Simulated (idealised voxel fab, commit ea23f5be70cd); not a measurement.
The document below concerns the process module designated voxel self aligned vias.
Each square cell in cross-section cut measures 5 nm, and the section as a whole is 275 nm wide.
How to read a cross-section here: the picture is a grid of square cells, written as bands going from the top down, and any band can span one or more rows of cells. Band: top and bottom heights (nm) first, top before bottom; then materials from left to right, widths in nm. "edge to edge" marks a sole material filling the band edge to edge. "blank" denotes empty space. Heights are expressed relative to 0, this being the level below which the as-received wafer comprises one material exclusively. The lowest band is unbounded in the downward direction and is denoted as in "z 0 and below". Per-row width for "30 to 40": begins at first number (top row of band), ends at second number (bottom row), increment between rows held constant. "all unchanged" (step): cross-section cells unchanged, all of them. "Voids, enclosed" lists enclosed empty spaces (at least 8 cells, no open path upward to the top), each as width x height at distance from the left edge, in nm. On a step's line, text after the settings is the simulator commenting on that step. The optional step-line setting "overlay nm" applies to steps with a mask and quantifies how far to the right of its planned location the mask lay, a negative value indicating leftward placement. The remainder of this document consists of a sequence of paired cross-sections. Each pair presents the cross-section prior to one process step together with the cross-section following it, the latter being rendered only as deep as the lowest band that underwent change. The intervening step, together with its settings, is stated beneath each pair. Because the pairs may originate from different runs of this module on the same starting wafer, a given pair is to be read as continuing from the preceding pair only where its entry headed "Pre-step view" so indicates.
# Pre-step view
	z 0 and below = Si edge to edge
	Voids, enclosed: none
# State After Step
	z 15 to 0 = SiO2 edge to edge
	Below a height of 0, the structure has not been altered.
	Voids, enclosed: none
The step occurring between the two cross-sections depicted above is identified as CONFORMAL_DEP, material SiO2, thk nm 15
Pre-step view: equal to the after panel directly above.
# State After Step
	z 20 to 15 = SiCN edge to edge
	Below a height of 15, the structure has not been altered.
	Voids, enclosed: none
The step occurring between the two cross-sections depicted above is identified as CONFORMAL_DEP, material SiCN, thk nm 5
Pre-step view: equal to the after panel directly above.
# State After Step
	z 40 to 20 = SiO2 edge to edge
	Below a height of 20, the structure has not been altered.
	Voids, enclosed: none
The step occurring between the two cross-sections depicted above is identified as DIRECTIONAL_DEP, material SiO2, thk nm 20
Pre-step view: equal to the after panel directly above.
# State After Step
	z 55 to 40 = resist (55), then blank (20), then resist (50), then blank (20), then resist (50), then blank (20), then resist (60)
	Below a height of 40, the structure has not been altered.
	Voids, enclosed: none
The step occurring between the two cross-sections depicted above is identified as PATTERN, tone open, mask id LINES, material resist, width nm 20, pitch nm 70, thk nm 15, overlay nm 0
Pre-step view: equal to the after panel directly above.
# State After Step
	z 55 to 40 = resist (55), then blank (20), then resist (50), then blank (20), then resist (50), then blank (20), then resist (60)
	z 40 to 20 = SiO2 (55), then blank (20), then SiO2 (50), then blank (20), then SiO2 (50), then blank (20), then SiO2 (60)
	Below a height of 20, the structure has not been altered.
	Voids, enclosed: none
The step occurring between the two cross-sections depicted above is identified as DIRECTIONAL_ETCH, etch materials SiO2, depth nm 20
Pre-step view: equal to the after panel directly above.
# State After Step
	z 40 to 20 = SiO2 (55), then blank (20), then SiO2 (50), then blank (20), then SiO2 (50), then blank (20), then SiO2 (60)
	Below a height of 20, the structure has not been altered.
	Voids, enclosed: none
The step occurring between the two cross-sections depicted above is identified as STRIP, etch materials resist
Pre-step view: equal to the after panel directly above.
# State After Step
	z 45 to 40 = TiN (60), then blank (10), then TiN (60), then blank (10), then TiN (60), then blank (10), then TiN (65)
	z 40 to 25 = SiO2 (55), then TiN (5), then blank (10), then TiN (5), then SiO2 (50), then TiN (5), then blank (10), then TiN (5), then SiO2 (50), then TiN (5), then blank (10), then TiN (5), then SiO2 (60)
	z 25 to 20 = SiO2 (55), then TiN (20), then SiO2 (50), then TiN (20), then SiO2 (50), then TiN (20), then SiO2 (60)
	Below a height of 20, the structure has not been altered.
	Voids, enclosed: none
The step occurring between the two cross-sections depicted above is identified as CONFORMAL_DEP, material TiN, thk nm 5
Pre-step view: equal to the after panel directly above.
# State After Step
	z 50 to 45 = W edge to edge
	z 45 to 40 = TiN (60), then W (10), then TiN (60), then W (10), then TiN (60), then W (10), then TiN (65)
	z 40 to 25 = SiO2 (55), then TiN (5), then W (10), then TiN (5), then SiO2 (50), then TiN (5), then W (10), then TiN (5), then SiO2 (50), then TiN (5), then W (10), then TiN (5), then SiO2 (60)
	Below a height of 25, the structure has not been altered.
	Voids, enclosed: none
The step occurring between the two cross-sections depicted above is identified as FILL_DEP, material W, thk nm 5
Pre-step view: equal to the after panel directly above.
# State After Step
	z 40 to 25 = SiO2 (55), then TiN (5), then W (10), then TiN (5), then SiO2 (50), then TiN (5), then W (10), then TiN (5), then SiO2 (50), then TiN (5), then W (10), then TiN (5), then SiO2 (60)
	Below a height of 25, the structure has not been altered.
	Voids, enclosed: none
The step occurring between the two cross-sections depicted above is identified as CMP, height nm 40
Pre-step view: equal to the after panel directly above.
# State After Step
	z 40 to 35 = SiO2 (55), then blank (20), then SiO2 (50), then blank (20), then SiO2 (50), then blank (20), then SiO2 (60)
	Below a height of 35, the structure has not been altered.
	Voids, enclosed: none
The step occurring between the two cross-sections depicted above is identified as SELECTIVE_ETCH, etch materials W Ru TiN, depth nm 5
Pre-step view: equal to the after panel directly above.
# State After Step
	z 45 to 40 = SiN edge to edge
	z 40 to 35 = SiO2 (55), then SiN (20), then SiO2 (50), then SiN (20), then SiO2 (50), then SiN (20), then SiO2 (60)
	Below a height of 35, the structure has not been altered.
	Voids, enclosed: none
The step occurring between the two cross-sections depicted above is identified as FILL_DEP, material SiN, thk nm 5
Pre-step view: equal to the after panel directly above.
# State After Step
	z 40 to 35 = SiO2 (55), then SiN (20), then SiO2 (50), then SiN (20), then SiO2 (50), then SiN (20), then SiO2 (60)
	Below a height of 35, the structure has not been altered.
	Voids, enclosed: none
The step occurring between the two cross-sections depicted above is identified as CMP, height nm 40
Pre-step view: equal to the after panel directly above.
# State After Step
	z 55 to 40 = SiO2 edge to edge
	Below a height of 40, the structure has not been altered.
	Voids, enclosed: none
The step occurring between the two cross-sections depicted above is identified as DIRECTIONAL_DEP, material SiO2, thk nm 15
Pre-step view: equal to the after panel directly above.
# State After Step
	z 70 to 55 = resist (45), then blank (40), then resist (100), then blank (40), then resist (50)
	Below a height of 55, the structure has not been altered.
	Voids, enclosed: none
The step occurring between the two cross-sections depicted above is identified as PATTERN, tone open, mask id VIAS, material resist, width nm 40, pitch nm 140, thk nm 15, overlay nm 0
Pre-step view: equal to the after panel directly above.
# State After Step
	z 70 to 55 = resist (45), then blank (40), then resist (100), then blank (40), then resist (50)
	z 55 to 40 = SiO2 (45), then blank (40), then SiO2 (100), then blank (40), then SiO2 (50)
	Below a height of 40, the structure has not been altered.
	Voids, enclosed: none
The step occurring between the two cross-sections depicted above is identified as DIRECTIONAL_ETCH, etch materials SiO2, depth nm 15
Pre-step view: equal to the after panel directly above.
# State After Step
	z 70 to 55 = resist (45), then blank (40), then resist (100), then blank (40), then resist (50)
	z 55 to 40 = SiO2 (45), then blank (40), then SiO2 (100), then blank (40), then SiO2 (50)
	z 40 to 35 = SiO2 (55), then blank (20), then SiO2 (50), then SiN (20), then SiO2 (50), then blank (20), then SiO2 (60)
	Below a height of 35, the structure has not been altered.
	Voids, enclosed: none
The step occurring between the two cross-sections depicted above is identified as DIRECTIONAL_ETCH, etch materials SiN, depth nm 5
Pre-step view: equal to the after panel directly above.
# State After Step
	z 55 to 40 = SiO2 (45), then blank (40), then SiO2 (100), then blank (40), then SiO2 (50)
	Below a height of 40, the structure has not been altered.
	Voids, enclosed: none
The step occurring between the two cross-sections depicted above is identified as STRIP, etch materials resist
Pre-step view: equal to the after panel directly above.
# State After Step
	z 60 to 55 = TiN (50), then blank (30), then TiN (110), then blank (30), then TiN (55)
	z 55 to 45 = SiO2 (45), then TiN (5), then blank (30), then TiN (5), then SiO2 (100), then TiN (5), then blank (30), then TiN (5), then SiO2 (50)
	z 45 to 40 = SiO2 (45), then TiN (15), then blank (10), then TiN (15), then SiO2 (100), then TiN (15), then blank (10), then TiN (15), then SiO2 (50)
	z 40 to 35 = SiO2 (55), then TiN (20), then SiO2 (50), then SiN (20), then SiO2 (50), then TiN (20), then SiO2 (60)
	Below a height of 35, the structure has not been altered.
	Voids, enclosed: none
The step occurring between the two cross-sections depicted above is identified as CONFORMAL_DEP, material TiN, thk nm 5
Pre-step view: equal to the after panel directly above.
# State After Step
	z 70 to 60 = Cu edge to edge
	z 60 to 55 = TiN (50), then Cu (30), then TiN (110), then Cu (30), then TiN (55)
	z 55 to 45 = SiO2 (45), then TiN (5), then Cu (30), then TiN (5), then SiO2 (100), then TiN (5), then Cu (30), then TiN (5), then SiO2 (50)
	z 45 to 40 = SiO2 (45), then TiN (15), then Cu (10), then TiN (15), then SiO2 (100), then TiN (15), then Cu (10), then TiN (15), then SiO2 (50)
	Below a height of 40, the structure has not been altered.
	Voids, enclosed: none
The step occurring between the two cross-sections depicted above is identified as FILL_DEP, material Cu, thk nm 10
Pre-step view: equal to the after panel directly above.
# State After Step
	z 55 to 45 = SiO2 (45), then TiN (5), then Cu (30), then TiN (5), then SiO2 (100), then TiN (5), then Cu (30), then TiN (5), then SiO2 (50)
	Below a height of 45, the structure has not been altered.
	Voids, enclosed: none
The step occurring between the two cross-sections depicted above is identified as CMP, height nm 55
Pre-step view: equal to the after panel directly above.
# State After Step
	z 60 to 55 = SiN edge to edge
	Below a height of 55, the structure has not been altered.
	Voids, enclosed: none
The step occurring between the two cross-sections depicted above is identified as CONFORMAL_DEP, material SiN, thk nm 5
# Pre-step view
	z 55 to 40 = SiO2 edge to edge
	z 40 to 35 = SiO2 (55), then SiN (20), then SiO2 (50), then SiN (20), then SiO2 (50), then SiN (20), then SiO2 (60)
	z 35 to 25 = SiO2 (55), then TiN (5), then W (10), then TiN (5), then SiO2 (50), then TiN (5), then W (10), then TiN (5), then SiO2 (50), then TiN (5), then W (10), then TiN (5), then SiO2 (60)
	z 25 to 20 = SiO2 (55), then TiN (20), then SiO2 (50), then TiN (20), then SiO2 (50), then TiN (20), then SiO2 (60)
	z 20 to 15 = SiCN edge to edge
	z 15 to 0 = SiO2 edge to edge
	z 0 and below = Si edge to edge
	Voids, enclosed: none
# State After Step
	z 40 to 35 = SiO2 (55), then SiN (20), then SiO2 (50), then SiN (20), then SiO2 (50), then SiN (20), then SiO2 (60)
	Below a height of 35, the structure has not been altered.
	Voids, enclosed: none
The step occurring between the two cross-sections depicted above is identified as DIRECTIONAL_ETCH, etch materials SiO2, depth nm 15
Pre-step view: equal to the after panel directly above.
# State After Step
	z 40 to 35 = SiO2 (55), then blank (20), then SiO2 (50), then blank (20), then SiO2 (50), then blank (20), then SiO2 (60)
	Below a height of 35, the structure has not been altered.
	Voids, enclosed: none
The step occurring between the two cross-sections depicted above is identified as DIRECTIONAL_ETCH, etch materials SiN, depth nm 5
Pre-step view: equal to the after panel directly above.
# State After Step
	z 45 to 40 = TiN (60), then blank (10), then TiN (60), then blank (10), then TiN (60), then blank (10), then TiN (65)
	z 40 to 35 = SiO2 (55), then TiN (20), then SiO2 (50), then TiN (20), then SiO2 (50), then TiN (20), then SiO2 (60)
	Below a height of 35, the structure has not been altered.
	Voids, enclosed: none
The step occurring between the two cross-sections depicted above is identified as CONFORMAL_DEP, material TiN, thk nm 5
Pre-step view: equal to the after panel directly above.
# State After Step
	z 55 to 45 = Cu edge to edge
	z 45 to 40 = TiN (60), then Cu (10), then TiN (60), then Cu (10), then TiN (60), then Cu (10), then TiN (65)
	Below a height of 40, the structure has not been altered.
	Voids, enclosed: none
The step occurring between the two cross-sections depicted above is identified as FILL_DEP, material Cu, thk nm 10
Pre-step view: equal to the after panel directly above.
# State After Step
	z 60 to 55 = SiN edge to edge
	Below a height of 55, the structure has not been altered.
	Voids, enclosed: none
The step occurring between the two cross-sections depicted above is identified as CONFORMAL_DEP, material SiN, thk nm 5
# Pre-step view
	z 70 to 55 = resist (45), then blank (40), then resist (100), then blank (40), then resist (50)
	z 55 to 40 = SiO2 (45), then blank (40), then SiO2 (100), then blank (40), then SiO2 (50)
	z 40 to 35 = SiO2 (55), then SiN (20), then SiO2 (50), then SiN (20), then SiO2 (50), then SiN (20), then SiO2 (60)
	z 35 to 25 = SiO2 (55), then TiN (5), then W (10), then TiN (5), then SiO2 (50), then TiN (5), then W (10), then TiN (5), then SiO2 (50), then TiN (5), then W (10), then TiN (5), then SiO2 (60)
	z 25 to 20 = SiO2 (55), then TiN (20), then SiO2 (50), then TiN (20), then SiO2 (50), then TiN (20), then SiO2 (60)
	z 20 to 15 = SiCN edge to edge
	z 15 to 0 = SiO2 edge to edge
	z 0 and below = Si edge to edge
	Voids, enclosed: none
# State After Step
	z 70 to 55 = resist (45), then blank (40), then resist (100), then blank (40), then resist (50)
	z 55 to 40 = SiO2 (45), then blank (40), then SiO2 (100), then blank (40), then SiO2 (50)
	z 40 to 35 = SiO2 (45), then blank (10), then SiN (20), then blank (10), then SiO2 (40), then SiN (20), then SiO2 (40), then blank (10), then SiN (20), then blank (10), then SiO2 (50)
	z 35 to 25 = SiO2 (45), then blank (10), then TiN (5), then W (10), then TiN (5), then blank (10), then SiO2 (40), then TiN (5), then W (10), then TiN (5), then SiO2 (40), then blank (10), then TiN (5), then W (10), then TiN (5), then blank (10), then SiO2 (50)
	Below a height of 25, the structure has not been altered.
	Voids, enclosed: none
The step occurring between the two cross-sections depicted above is identified as DIRECTIONAL_ETCH, etch materials SiO2, depth nm 15
Pre-step view: equal to the after panel directly above.
# State After Step
	z 70 to 55 = resist (45), then blank (40), then resist (100), then blank (40), then resist (50)
	z 55 to 40 = SiO2 (45), then blank (40), then SiO2 (100), then blank (40), then SiO2 (50)
	z 40 to 35 = SiO2 (45), then blank (40), then SiO2 (40), then SiN (20), then SiO2 (40), then blank (40), then SiO2 (50)
	Below a height of 35, the structure has not been altered.
	Voids, enclosed: none
The step occurring between the two cross-sections depicted above is identified as DIRECTIONAL_ETCH, etch materials SiN, depth nm 5
Pre-step view: equal to the after panel directly above.
# State After Step
	z 55 to 40 = SiO2 (45), then blank (40), then SiO2 (100), then blank (40), then SiO2 (50)
	Below a height of 40, the structure has not been altered.
	Voids, enclosed: none
The step occurring between the two cross-sections depicted above is identified as STRIP, etch materials resist
Pre-step view: equal to the after panel directly above.
# State After Step
	z 60 to 55 = TiN (50), then blank (30), then TiN (110), then blank (30), then TiN (55)
	z 55 to 40 = SiO2 (45), then TiN (5), then blank (30), then TiN (5), then SiO2 (100), then TiN (5), then blank (30), then TiN (5), then SiO2 (50)
	z 40 to 35 = SiO2 (45), then TiN (40), then SiO2 (40), then SiN (20), then SiO2 (40), then TiN (40), then SiO2 (50)
	z 35 to 25 = SiO2 (45), then TiN (15), then W (10), then TiN (15), then SiO2 (40), then TiN (5), then W (10), then TiN (5), then SiO2 (40), then TiN (15), then W (10), then TiN (15), then SiO2 (50)
	Below a height of 25, the structure has not been altered.
	Voids, enclosed: none
The step occurring between the two cross-sections depicted above is identified as CONFORMAL_DEP, material TiN, thk nm 5
Pre-step view: equal to the after panel directly above.
# State After Step
	z 70 to 60 = Cu edge to edge
	z 60 to 55 = TiN (50), then Cu (30), then TiN (110), then Cu (30), then TiN (55)
	z 55 to 40 = SiO2 (45), then TiN (5), then Cu (30), then TiN (5), then SiO2 (100), then TiN (5), then Cu (30), then TiN (5), then SiO2 (50)
	Below a height of 40, the structure has not been altered.
	Voids, enclosed: none
The step occurring between the two cross-sections depicted above is identified as FILL_DEP, material Cu, thk nm 10
Pre-step view: equal to the after panel directly above.
# State After Step
	z 55 to 40 = SiO2 (45), then TiN (5), then Cu (30), then TiN (5), then SiO2 (100), then TiN (5), then Cu (30), then TiN (5), then SiO2 (50)
	Below a height of 40, the structure has not been altered.
	Voids, enclosed: none
The step occurring between the two cross-sections depicted above is identified as CMP, height nm 55
Pre-step view: equal to the after panel directly above.
# State After Step
	z 60 to 55 = SiN edge to edge
	Below a height of 55, the structure has not been altered.
	Voids, enclosed: none
The step occurring between the two cross-sections depicted above is identified as CONFORMAL_DEP, material SiN, thk nm 5
# Pre-step view
	z 0 and below = Si edge to edge
	Voids, enclosed: none
# State After Step
	z 5 to 0 = SiCN edge to edge
	Below a height of 0, the structure has not been altered.
	Voids, enclosed: none
The step occurring between the two cross-sections depicted above is identified as CONFORMAL_DEP, material SiCN, thk nm 5
Pre-step view: equal to the after panel directly above.
# State After Step
	z 20 to 5 = SiO2 edge to edge
	Below a height of 5, the structure has not been altered.
	Voids, enclosed: none
The step occurring between the two cross-sections depicted above is identified as CONFORMAL_DEP, material SiO2, thk nm 15
Pre-step view: equal to the after panel directly above.
# State After Step
	z 40 to 5 = SiO2 edge to edge
	Below a height of 5, the structure has not been altered.
	Voids, enclosed: none
The step occurring between the two cross-sections depicted above is identified as DIRECTIONAL_DEP, material SiO2, thk nm 20
Pre-step view: equal to the after panel directly above.
# State After Step
	z 55 to 40 = resist (55), then blank (20), then resist (50), then blank (20), then resist (50), then blank (20), then resist (60)
	Below a height of 40, the structure has not been altered.
	Voids, enclosed: none
The step occurring between the two cross-sections depicted above is identified as PATTERN, tone open, mask id LINES, material resist, width nm 20, pitch nm 70, thk nm 15, overlay nm 0
Pre-step view: equal to the after panel directly above.
# State After Step
	z 55 to 40 = resist (55), then blank (20), then resist (50), then blank (20), then resist (50), then blank (20), then resist (60)
	z 40 to 20 = SiO2 (55), then blank (20), then SiO2 (50), then blank (20), then SiO2 (50), then blank (20), then SiO2 (60)
	Below a height of 20, the structure has not been altered.
	Voids, enclosed: none
The step occurring between the two cross-sections depicted above is identified as DIRECTIONAL_ETCH, etch materials SiO2, depth nm 20
Pre-step view: equal to the after panel directly above.
# State After Step
	z 40 to 20 = SiO2 (55), then blank (20), then SiO2 (50), then blank (20), then SiO2 (50), then blank (20), then SiO2 (60)
	Below a height of 20, the structure has not been altered.
	Voids, enclosed: none
The step occurring between the two cross-sections depicted above is identified as STRIP, etch materials resist
Pre-step view: equal to the after panel directly above.
# State After Step
	z 45 to 40 = TiN (60), then blank (10), then TiN (60), then blank (10), then TiN (60), then blank (10), then TiN (65)
	z 40 to 25 = SiO2 (55), then TiN (5), then blank (10), then TiN (5), then SiO2 (50), then TiN (5), then blank (10), then TiN (5), then SiO2 (50), then TiN (5), then blank (10), then TiN (5), then SiO2 (60)
	z 25 to 20 = SiO2 (55), then TiN (20), then SiO2 (50), then TiN (20), then SiO2 (50), then TiN (20), then SiO2 (60)
	Below a height of 20, the structure has not been altered.
	Voids, enclosed: none
The step occurring between the two cross-sections depicted above is identified as CONFORMAL_DEP, material TiN, thk nm 5
Pre-step view: equal to the after panel directly above.
# State After Step
	z 50 to 45 = W edge to edge
	z 45 to 40 = TiN (60), then W (10), then TiN (60), then W (10), then TiN (60), then W (10), then TiN (65)
	z 40 to 25 = SiO2 (55), then TiN (5), then W (10), then TiN (5), then SiO2 (50), then TiN (5), then W (10), then TiN (5), then SiO2 (50), then TiN (5), then W (10), then TiN (5), then SiO2 (60)
	Below a height of 25, the structure has not been altered.
	Voids, enclosed: none
The step occurring between the two cross-sections depicted above is identified as FILL_DEP, material W, thk nm 5
Pre-step view: equal to the after panel directly above.
# State After Step
	z 40 to 25 = SiO2 (55), then TiN (5), then W (10), then TiN (5), then SiO2 (50), then TiN (5), then W (10), then TiN (5), then SiO2 (50), then TiN (5), then W (10), then TiN (5), then SiO2 (60)
	Below a height of 25, the structure has not been altered.
	Voids, enclosed: none
The step occurring between the two cross-sections depicted above is identified as CMP, height nm 40
Pre-step view: equal to the after panel directly above.
# State After Step
	z 40 to 35 = SiO2 (55), then blank (20), then SiO2 (50), then blank (20), then SiO2 (50), then blank (20), then SiO2 (60)
	Below a height of 35, the structure has not been altered.
	Voids, enclosed: none
The step occurring between the two cross-sections depicted above is identified as SELECTIVE_ETCH, etch materials W Ru TiN, depth nm 5
Pre-step view: equal to the after panel directly above.
# State After Step
	z 45 to 40 = SiN edge to edge
	z 40 to 35 = SiO2 (55), then SiN (20), then SiO2 (50), then SiN (20), then SiO2 (50), then SiN (20), then SiO2 (60)
	Below a height of 35, the structure has not been altered.
	Voids, enclosed: none
The step occurring between the two cross-sections depicted above is identified as FILL_DEP, material SiN, thk nm 5
Pre-step view: equal to the after panel directly above.
# State After Step
	z 40 to 35 = SiO2 (55), then SiN (20), then SiO2 (50), then SiN (20), then SiO2 (50), then SiN (20), then SiO2 (60)
	Below a height of 35, the structure has not been altered.
	Voids, enclosed: none
The step occurring between the two cross-sections depicted above is identified as CMP, height nm 40
Pre-step view: equal to the after panel directly above.
# State After Step
	z 55 to 40 = SiO2 edge to edge
	Below a height of 40, the structure has not been altered.
	Voids, enclosed: none
The step occurring between the two cross-sections depicted above is identified as DIRECTIONAL_DEP, material SiO2, thk nm 15
Pre-step view: equal to the after panel directly above.
# State After Step
	z 70 to 55 = resist (45), then blank (40), then resist (100), then blank (40), then resist (50)
	Below a height of 55, the structure has not been altered.
	Voids, enclosed: none
The step occurring between the two cross-sections depicted above is identified as PATTERN, tone open, mask id VIAS, material resist, width nm 40, pitch nm 140, thk nm 15, overlay nm 0
Pre-step view: equal to the after panel directly above.
# State After Step
	z 70 to 55 = resist (45), then blank (40), then resist (100), then blank (40), then resist (50)
	z 55 to 40 = SiO2 (45), then blank (40), then SiO2 (100), then blank (40), then SiO2 (50)
	Below a height of 40, the structure has not been altered.
	Voids, enclosed: none
The step occurring between the two cross-sections depicted above is identified as DIRECTIONAL_ETCH, etch materials SiO2, depth nm 15
Pre-step view: equal to the after panel directly above.
# State After Step
	z 70 to 55 = resist (45), then blank (40), then resist (100), then blank (40), then resist (50)
	z 55 to 40 = SiO2 (45), then blank (40), then SiO2 (100), then blank (40), then SiO2 (50)
	z 40 to 35 = SiO2 (55), then blank (20), then SiO2 (50), then SiN (20), then SiO2 (50), then blank (20), then SiO2 (60)
	Below a height of 35, the structure has not been altered.
	Voids, enclosed: none
The step occurring between the two cross-sections depicted above is identified as DIRECTIONAL_ETCH, etch materials SiN, depth nm 5
Pre-step view: equal to the after panel directly above.
# State After Step
	z 55 to 40 = SiO2 (45), then blank (40), then SiO2 (100), then blank (40), then SiO2 (50)
	Below a height of 40, the structure has not been altered.
	Voids, enclosed: none
The step occurring between the two cross-sections depicted above is identified as STRIP, etch materials resist
Pre-step view: equal to the after panel directly above.
# State After Step
	z 60 to 55 = TiN (50), then blank (30), then TiN (110), then blank (30), then TiN (55)
	z 55 to 45 = SiO2 (45), then TiN (5), then blank (30), then TiN (5), then SiO2 (100), then TiN (5), then blank (30), then TiN (5), then SiO2 (50)
	z 45 to 40 = SiO2 (45), then TiN (15), then blank (10), then TiN (15), then SiO2 (100), then TiN (15), then blank (10), then TiN (15), then SiO2 (50)
	z 40 to 35 = SiO2 (55), then TiN (20), then SiO2 (50), then SiN (20), then SiO2 (50), then TiN (20), then SiO2 (60)
	Below a height of 35, the structure has not been altered.
	Voids, enclosed: none
The step occurring between the two cross-sections depicted above is identified as CONFORMAL_DEP, material TiN, thk nm 5
Pre-step view: equal to the after panel directly above.
# State After Step
	z 70 to 60 = Cu edge to edge
	z 60 to 55 = TiN (50), then Cu (30), then TiN (110), then Cu (30), then TiN (55)
	z 55 to 45 = SiO2 (45), then TiN (5), then Cu (30), then TiN (5), then SiO2 (100), then TiN (5), then Cu (30), then TiN (5), then SiO2 (50)
	z 45 to 40 = SiO2 (45), then TiN (15), then Cu (10), then TiN (15), then SiO2 (100), then TiN (15), then Cu (10), then TiN (15), then SiO2 (50)
	Below a height of 40, the structure has not been altered.
	Voids, enclosed: none
The step occurring between the two cross-sections depicted above is identified as FILL_DEP, material Cu, thk nm 10
Pre-step view: equal to the after panel directly above.
# State After Step
	z 55 to 45 = SiO2 (45), then TiN (5), then Cu (30), then TiN (5), then SiO2 (100), then TiN (5), then Cu (30), then TiN (5), then SiO2 (50)
	Below a height of 45, the structure has not been altered.
	Voids, enclosed: none
The step occurring between the two cross-sections depicted above is identified as CMP, height nm 55
Pre-step view: equal to the after panel directly above.
# State After Step
	z 60 to 55 = SiN edge to edge
	Below a height of 55, the structure has not been altered.
	Voids, enclosed: none
The step occurring between the two cross-sections depicted above is identified as CONFORMAL_DEP, material SiN, thk nm 5
# Pre-step view
	z 40 to 25 = SiO2 (55), then TiN (5), then W (10), then TiN (5), then SiO2 (50), then TiN (5), then W (10), then TiN (5), then SiO2 (50), then TiN (5), then W (10), then TiN (5), then SiO2 (60)
	z 25 to 20 = SiO2 (55), then TiN (20), then SiO2 (50), then TiN (20), then SiO2 (50), then TiN (20), then SiO2 (60)
	z 20 to 15 = SiCN edge to edge
	z 15 to 0 = SiO2 edge to edge
	z 0 and below = Si edge to edge
	Voids, enclosed: none
# State After Step
	z 40 to 25 = SiO2 (55), then blank (20), then SiO2 (50), then blank (20), then SiO2 (50), then blank (20), then SiO2 (60)
	Below a height of 25, the structure has not been altered.
	Voids, enclosed: none
The step occurring between the two cross-sections depicted above is identified as SELECTIVE_ETCH, etch materials W Ru TiN, depth nm 15
Pre-step view: equal to the after panel directly above.
# State After Step
	z 45 to 40 = SiN edge to edge
	z 40 to 25 = SiO2 (55), then SiN (20), then SiO2 (50), then SiN (20), then SiO2 (50), then SiN (20), then SiO2 (60)
	Below a height of 25, the structure has not been altered.
	Voids, enclosed: none
The step occurring between the two cross-sections depicted above is identified as FILL_DEP, material SiN, thk nm 5
Pre-step view: equal to the after panel directly above.
# State After Step
	z 40 to 25 = SiO2 (55), then SiN (20), then SiO2 (50), then SiN (20), then SiO2 (50), then SiN (20), then SiO2 (60)
	Below a height of 25, the structure has not been altered.
	Voids, enclosed: none
The step occurring between the two cross-sections depicted above is identified as CMP, height nm 40
Pre-step view: equal to the after panel directly above.
# State After Step
	z 55 to 40 = SiO2 edge to edge
	Below a height of 40, the structure has not been altered.
	Voids, enclosed: none
The step occurring between the two cross-sections depicted above is identified as DIRECTIONAL_DEP, material SiO2, thk nm 15
Pre-step view: equal to the after panel directly above.
# State After Step
	z 70 to 55 = resist (45), then blank (40), then resist (100), then blank (40), then resist (50)
	Below a height of 55, the structure has not been altered.
	Voids, enclosed: none
The step occurring between the two cross-sections depicted above is identified as PATTERN, tone open, mask id VIAS, material resist, width nm 40, pitch nm 140, thk nm 15, overlay nm 0
Pre-step view: equal to the after panel directly above.
# State After Step
	z 70 to 55 = resist (45), then blank (40), then resist (100), then blank (40), then resist (50)
	z 55 to 40 = SiO2 (45), then blank (40), then SiO2 (100), then blank (40), then SiO2 (50)
	Below a height of 40, the structure has not been altered.
	Voids, enclosed: none
The step occurring between the two cross-sections depicted above is identified as DIRECTIONAL_ETCH, etch materials SiO2, depth nm 15
Pre-step view: equal to the after panel directly above.
# State After Step
	z 70 to 55 = resist (45), then blank (40), then resist (100), then blank (40), then resist (50)
	z 55 to 40 = SiO2 (45), then blank (40), then SiO2 (100), then blank (40), then SiO2 (50)
	z 40 to 35 = SiO2 (55), then blank (20), then SiO2 (50), then SiN (20), then SiO2 (50), then blank (20), then SiO2 (60)
	Below a height of 35, the structure has not been altered.
	Voids, enclosed: none
The step occurring between the two cross-sections depicted above is identified as DIRECTIONAL_ETCH, etch materials SiN, depth nm 5
Pre-step view: equal to the after panel directly above.
# State After Step
	z 55 to 40 = SiO2 (45), then blank (40), then SiO2 (100), then blank (40), then SiO2 (50)
	Below a height of 40, the structure has not been altered.
	Voids, enclosed: none
The step occurring between the two cross-sections depicted above is identified as STRIP, etch materials resist
Pre-step view: equal to the after panel directly above.
# State After Step
	z 60 to 55 = TiN (50), then blank (30), then TiN (110), then blank (30), then TiN (55)
	z 55 to 45 = SiO2 (45), then TiN (5), then blank (30), then TiN (5), then SiO2 (100), then TiN (5), then blank (30), then TiN (5), then SiO2 (50)
	z 45 to 40 = SiO2 (45), then TiN (15), then blank (10), then TiN (15), then SiO2 (100), then TiN (15), then blank (10), then TiN (15), then SiO2 (50)
	z 40 to 35 = SiO2 (55), then TiN (20), then SiO2 (50), then SiN (20), then SiO2 (50), then TiN (20), then SiO2 (60)
	Below a height of 35, the structure has not been altered.
	Voids, enclosed: none
The step occurring between the two cross-sections depicted above is identified as CONFORMAL_DEP, material TiN, thk nm 5
Pre-step view: equal to the after panel directly above.
# State After Step
	z 70 to 60 = Cu edge to edge
	z 60 to 55 = TiN (50), then Cu (30), then TiN (110), then Cu (30), then TiN (55)
	z 55 to 45 = SiO2 (45), then TiN (5), then Cu (30), then TiN (5), then SiO2 (100), then TiN (5), then Cu (30), then TiN (5), then SiO2 (50)
	z 45 to 40 = SiO2 (45), then TiN (15), then Cu (10), then TiN (15), then SiO2 (100), then TiN (15), then Cu (10), then TiN (15), then SiO2 (50)
	Below a height of 40, the structure has not been altered.
	Voids, enclosed: none
The step occurring between the two cross-sections depicted above is identified as FILL_DEP, material Cu, thk nm 10
Pre-step view: equal to the after panel directly above.
# State After Step
	z 55 to 45 = SiO2 (45), then TiN (5), then Cu (30), then TiN (5), then SiO2 (100), then TiN (5), then Cu (30), then TiN (5), then SiO2 (50)
	Below a height of 45, the structure has not been altered.
	Voids, enclosed: none
The step occurring between the two cross-sections depicted above is identified as CMP, height nm 55
Pre-step view: equal to the after panel directly above.
# State After Step
	z 60 to 55 = SiN edge to edge
	Below a height of 55, the structure has not been altered.
	Voids, enclosed: none
The step occurring between the two cross-sections depicted above is identified as CONFORMAL_DEP, material SiN, thk nm 5
# Pre-step view
	z 55 to 40 = SiO2 edge to edge
	z 40 to 35 = SiO2 (55), then SiN (20), then SiO2 (50), then SiN (20), then SiO2 (50), then SiN (20), then SiO2 (60)
	z 35 to 25 = SiO2 (55), then TiN (5), then W (10), then TiN (5), then SiO2 (50), then TiN (5), then W (10), then TiN (5), then SiO2 (50), then TiN (5), then W (10), then TiN (5), then SiO2 (60)
	z 25 to 20 = SiO2 (55), then TiN (20), then SiO2 (50), then TiN (20), then SiO2 (50), then TiN (20), then SiO2 (60)
	z 20 to 15 = SiCN edge to edge
	z 15 to 0 = SiO2 edge to edge
	z 0 and below = Si edge to edge
	Voids, enclosed: none
# State After Step
	z 70 to 55 = resist (50), then blank (35), then resist (105), then blank (35), then resist (50)
	Below a height of 55, the structure has not been altered.
	Voids, enclosed: none
The step occurring between the two cross-sections depicted above is identified as PATTERN, tone open, mask id VIAS, material resist, width nm 35, pitch nm 140, thk nm 15, overlay nm 0
